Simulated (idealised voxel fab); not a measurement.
Module name: voxel fin reveal (process module)
Xsec cut, 180 nm wide, square cell size 5 nm.
Cross-sections here: square-cell grids, written as top-down lists of bands, a band being one or more rows of cells.
For a band, the entry starts with two heights in nm, that of the top and then that of the bottom, and carries on with the band's materials in order from left to right, each alongside its width in nm; the word "throughout" beside a single material means it fills the band edge to edge, and "empty" means empty space.
Heights are expressed relative to 0, this being the level below which the as-received wafer comprises one material exclusively. The lowest band is unbounded in the downward direction and is denoted as in "from 0 down".
The notation "30->40" denotes a width that varies across the rows of cells in the band, beginning at the first number in the top row, finishing at the second number in the bottom row, and changing by an identical amount from each row to the next.
No cell of the cross-section changed in a step that is given as "everything unchanged".
"Cavities, closed" lists enclosed empty spaces (at least 8 cells, no open path upward to the top), each as width x height at distance from the left edge, in nm.
Whatever follows a step's settings on its line is a remark the simulator itself makes about that step.
"overlay nm" denotes, for a step that has a mask, the displacement of the mask to the right of its planned place, with negative values corresponding to the left.
[The steps planned for the process are as follows]
1. RECEIVE | material Si
2. CONFORMAL_DEP | material SiN | thk nm 10
3. PATTERN | tone cover | mask id FINS | material resist | width nm 15 | pitch nm 45 | thk nm 15 | overlay nm 0
4. DIRECTIONAL_ETCH | etch materials SiN | depth nm 10
5. DIRECTIONAL_ETCH | etch materials Si | depth nm 40
6. STRIP | etch materials resist
7. OXIDIZE | depth nm 5
8. FILL_DEP | material SiO2 | thk nm 10
9. CMP | height nm 10
10. SELECTIVE_ETCH | etch materials SiO2 | depth nm 30
11. STRIP | etch materials SiN
12. CONFORMAL_DEP | material HfO2 | thk nm 5
[As-received state of the wafer in cross-section, equivalent to post-step 1]
	from 0 down  Si throughout
	Cavities, closed: none
[Here's the wafer cut in cross-section after the module, started and planned just like above, except one thing was done wrong in the run]
	from 5 to 0  HfO2: 60 | empty: 15 | HfO2: 30 | empty: 15 | HfO2: 60
	from 0 to -15  Si: 55 | HfO2: 5 | empty: 15 | HfO2: 5 | Si: 20 | HfO2: 5 | empty: 15 | HfO2: 5 | Si: 55
	from -15 to -20  Si: 55 | HfO2: 25 | Si: 20 | HfO2: 25 | Si: 55
	from -20 to -45  Si: 55 | SiO2: 25 | Si: 20 | SiO2: 25 | Si: 55
	from -45 down  Si throughout
	Cavities, closed: none
The mistake made against the process plan was this: step 3 did not happen as planned, as run it was PATTERN | tone open | mask id FINS | material resist | width nm 15 | pitch nm 45 | thk nm 15 | overlay nm 0
